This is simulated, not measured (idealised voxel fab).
Title: Process Module voxel gate over fins
The width of the displayed cross-section, cut, is 220 nm; its cells are square, with a size of 5 nm.
In what follows, cross-sections appear as grids of square cells, described through bands that run from the top down, where every band is one or more rows of cells. Within each band entry, the heights of the top and of the bottom of the band appear first, in that order and in nm; the materials of the band then follow from left to right, each with its corresponding width in nm. The designation "edge to edge" on a single material indicates that it fills the band from edge to edge; the designation "blank" indicates empty space. Heights are reckoned from 0. Under this level, the received wafer is all of one material. The bottommost band is open-ended downward, for example "0 nm and below". With a width like "30..40", each row of cells in the band differs from the next by the same amount, the top row carrying the first number and the bottom row the second. Step note "nothing different" = no cross-section cell changed. Closed empty spaces (no open way to the top) of 8 cells or more are what "Enclosed cavity list" lists, each as width x height at distance from the left edge, nm for all three. Note: text after step settings on the step line = simulator remark on that step. overlay nm: where the mask lay relative to plan, measured to the right, on steps with a mask; negatives go left.

-- plan
- 1: RECEIVE with material Si
- 2: CONFORMAL_DEP with material SiN, thk nm 5
- 3: MASKED_ETCH with tone cover, mask id FINS, width nm 15, pitch nm 45, etch materials SiN, depth nm 5, overlay nm 0
- 4: MASKED_ETCH with tone cover, mask id FINS, width nm 15, pitch nm 45, etch materials Si, depth nm 30, overlay nm 0
- 5: FILL_DEP with material SiO2, thk nm 15
- 6: CMP with height nm 5
- 7: SELECTIVE_ETCH with etch materials SiO2, depth nm 20
- 8: STRIP with etch materials SiN
- 9: CONFORMAL_DEP with material HfO2, thk nm 5
- 10: CONFORMAL_DEP with material TiN, thk nm 5
- 11: FILL_DEP with material W, thk nm 15
- 12: CMP with height nm 20
- 13: CONFORMAL_DEP with material SiN, thk nm 5

-- Wafer cross-section on receipt, i.e. after step 1
0 nm and below = Si edge to edge
Enclosed cavity list: none

-- Look at the cross-section after the module: the wafer started out the way shown above and the plan was the one shown above, yet one mistake was made along the way
25 nm to 20 nm = SiN edge to edge
20 nm to 10 nm = W edge to edge
10 nm to 5 nm = W 25, then TiN 35, then W 10, then TiN 35, then W 10, then TiN 35, then W 10, then TiN 35, then W 25
5 nm to 0 nm = W 25, then TiN 5, then HfO2 25, then TiN 5, then W 10, then TiN 5, then HfO2 25, then TiN 5, then W 10, then TiN 5, then HfO2 25, then TiN 5, then W 10, then TiN 5, then HfO2 25, then TiN 5, then W 25
0 nm to -5 nm = W 25, then TiN 5, then HfO2 5, then Si 15, then HfO2 5, then TiN 5, then W 10, then TiN 5, then HfO2 5, then Si 15, then HfO2 5, then TiN 5, then W 10, then TiN 5, then HfO2 5, then Si 15, then HfO2 5, then TiN 5, then W 10, then TiN 5, then HfO2 5, then Si 15, then HfO2 5, then TiN 5, then W 25
-5 nm to -10 nm = TiN 30, then HfO2 5, then Si 15, then HfO2 5, then TiN 5, then W 10, then TiN 5, then HfO2 5, then Si 15, then HfO2 5, then TiN 5, then W 10, then TiN 5, then HfO2 5, then Si 15, then HfO2 5, then TiN 5, then W 10, then TiN 5, then HfO2 5, then Si 15, then HfO2 5, then TiN 30
-10 nm to -15 nm = HfO2 20, then TiN 10, then HfO2 5, then Si 15, then HfO2 5, then TiN 20, then HfO2 5, then Si 15, then HfO2 5, then TiN 20, then HfO2 5, then Si 15, then HfO2 5, then TiN 20, then HfO2 5, then Si 15, then HfO2 5, then TiN 10, then HfO2 20
-15 nm to -20 nm = SiO2 15, then HfO2 20, then Si 15, then HfO2 30, then Si 15, then HfO2 30, then Si 15, then HfO2 30, then Si 15, then HfO2 20, then SiO2 15
-20 nm to -30 nm = SiO2 35, then Si 15, then SiO2 30, then Si 15, then SiO2 30, then Si 15, then SiO2 30, then Si 15, then SiO2 35
-30 nm and below = Si edge to edge
Enclosed cavity list: none
What was done differently from what was planned? it was found that steps 7 and 8 of the process plan had been performed in exchanged positions
